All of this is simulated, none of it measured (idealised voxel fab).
Module name: voxel capacitor over wiring (process module)
Square cell edge 5 nm, section width 180 nm, ID cut.
Bands, listed from the top down, are how a cross-section gets written in this document; the cross-section itself is a grid of square cells, and a band is one or more rows of them.
Quick guide to a band line: top height, bottom height (nm) up front; then every material left to right with its width in nm. Only one material and it's marked "edge to edge"? Then it fills the band edge to edge. And "air" just means empty space.
A quick word on heights: they are counted from 0, and under that level the wafer as it came to us is one material throughout. The lowest band is different from the rest in having no bottom; it simply continues downward, written as in "0 down".
Width: "30 to 40" (first number = top row, second number = bottom row, same change from row to row of cells).
The designation "no alteration", where it is given for a processing step, indicates that no cell of the cross-section was altered in the course of that step.
"Voids, sealed": sealed empty spaces, 8 cells or more, no open way to top, listed width x height at distance, with distance from the left edge and width, height and distance in nm.
The remark found on a step's line after its settings is issued by the simulator itself and pertains to that step.
A step line may carry the setting "overlay nm", which, for steps involving a mask, states the distance by which the mask lay to the right of its intended position; negative values denote displacement to the left.

### Process steps (planned)
1. RECEIVE,material Si
2. CONFORMAL_DEP,material SiO2,thk nm 10
3. DIRECTIONAL_DEP,material TiN,thk nm 5
4. DIRECTIONAL_DEP,material Ru,thk nm 15
5. PATTERN,tone cover,mask id METAL_1,material resist,width nm 25,pitch nm 85,thk nm 20,overlay nm 0
6. DIRECTIONAL_ETCH,etch materials Ru,depth nm 15
7. DIRECTIONAL_ETCH,etch materials TiN,depth nm 5
8. STRIP,etch materials resist
9. CONFORMAL_DEP,material SiCN,thk nm 5
10. FILL_DEP,material SiO2,thk nm 10
11. CMP,height nm 30
12. CONFORMAL_DEP,material SiCN,thk nm 5
13. DIRECTIONAL_DEP,material SiO2,thk nm 15
14. DIRECTIONAL_DEP,material aC,thk nm 10
15. PATTERN,tone open,mask id PLUG_1,material resist,width nm 15,thk nm 25,overlay nm 0
16. DIRECTIONAL_ETCH,etch materials aC,depth nm 10
17. STRIP,etch materials resist
18. DIRECTIONAL_ETCH,etch materials SiO2,depth nm 15
19. DIRECTIONAL_ETCH,etch materials SiCN,depth nm 5
20. STRIP,etch materials aC
21. EPI,material Ru,thk nm 10
22. EPI,material Ru,thk nm 10
23. DIRECTIONAL_DEP,material TiN,thk nm 10
24. DIRECTIONAL_DEP,material SiN,thk nm 5
25. DIRECTIONAL_DEP,material TiN,thk nm 5
26. DIRECTIONAL_DEP,material aC,thk nm 15
27. PATTERN,tone cover,mask id UPPER_PLATE,material resist,width nm 65,thk nm 35,overlay nm 0
28. DIRECTIONAL_ETCH,etch materials aC,depth nm 15
29. STRIP,etch materials resist
30. DIRECTIONAL_ETCH,etch materials TiN,depth nm 5
31. DIRECTIONAL_ETCH,etch materials SiN,depth nm 5
32. STRIP,etch materials aC
33. PATTERN,tone cover,mask id LOWER_PLATE,material resist,width nm 75,thk nm 15,overlay nm 0
34. DIRECTIONAL_ETCH,etch materials TiN,depth nm 10
35. STRIP,etch materials resist
36. FILL_DEP,material SiO2,thk nm 15
37. CMP,height nm 80
38. MASKED_ETCH,tone open,mask id PLUG_2,width nm 15,etch materials SiO2,depth nm 10,overlay nm 0
39. CONFORMAL_DEP,material TiN,thk nm 5
40. FILL_DEP,material Cu,thk nm 10
41. CMP,height nm 80
42. CONFORMAL_DEP,material SiN,thk nm 5

### As received (post step 1): cross-section
	0 down | Si edge to edge
	Voids, sealed: none

### End-of-module cross-section of the first of two wafers, processed as planned
	85 to 80 | SiN edge to edge
	80 to 75 | 55 nm SiO2, then 5 nm TiN, then 5 nm Cu, then 5 nm TiN, then 110 nm SiO2
	75 to 65 | 55 to 45 nm SiO2, then 15 to 65 nm TiN, then 110 to 70 nm SiO2
	65 to 60 | 45 nm SiO2, then 65 nm SiN, then 70 nm SiO2
	60 to 50 | 40 nm SiO2, then 75 nm TiN, then 65 nm SiO2
	50 to 35 | 45 nm SiO2, then 15 nm Ru, then 120 nm SiO2
	35 to 30 | 45 nm SiCN, then 15 nm Ru, then 120 nm SiCN
	30 to 15 | 30 nm SiO2, then 5 nm SiCN, then 25 nm Ru, then 5 nm SiCN, then 50 nm SiO2, then 5 nm SiCN, then 25 nm Ru, then 5 nm SiCN, then 30 nm SiO2
	15 to 10 | 35 nm SiCN, then 25 nm TiN, then 60 nm SiCN, then 25 nm TiN, then 35 nm SiCN
	10 to 0 | SiO2 edge to edge
	0 down | Si edge to edge
	Voids, sealed: none

### Cross-section, wafer two of two, end of module: same start and plan as wafer one, one error in execution
	85 to 80 | SiN edge to edge
	80 to 75 | 55 nm SiO2, then 5 nm TiN, then 5 nm Cu, then 5 nm TiN, then 110 nm SiO2
	75 to 65 | 55 to 60 nm SiO2, then 15 to 50 nm TiN, then 110 to 70 nm SiO2
	65 to 60 | 60 nm SiO2, then 50 nm SiN, then 70 nm SiO2
	60 to 50 | 40 nm SiO2, then 5 nm TiN, then 15 nm SiO2, then 55 nm TiN, then 65 nm SiO2
	50 to 45 | 45 nm SiO2, then 15 nm TiN, then 120 nm SiO2
	45 to 40 | 45 nm SiO2, then 15 nm SiN, then 120 nm SiO2
	40 to 35 | 45 nm SiO2, then 15 nm TiN, then 120 nm SiO2
	35 to 30 | 45 nm SiCN, then 15 nm TiN, then 120 nm SiCN
	30 to 25 | SiO2 edge to edge
	25 to 20 | 30 nm SiO2, then 35 nm SiCN, then 50 nm SiO2, then 35 nm SiCN, then 30 nm SiO2
	20 to 5 | 30 nm SiO2, then 5 nm SiCN, then 25 nm Ru, then 5 nm SiCN, then 50 nm SiO2, then 5 nm SiCN, then 25 nm Ru, then 5 nm SiCN, then 30 nm SiO2
	5 to 0 | 35 nm SiCN, then 25 nm TiN, then 60 nm SiCN, then 25 nm TiN, then 35 nm SiCN
	0 down | Si edge to edge
	Voids, sealed: none
Against the plan, the run slipped here: step 2 was left out
The closing comparison, in cells, has the second wafer with more or fewer of some materials than the first: Ru -12, SiCN +14, SiO2 -2
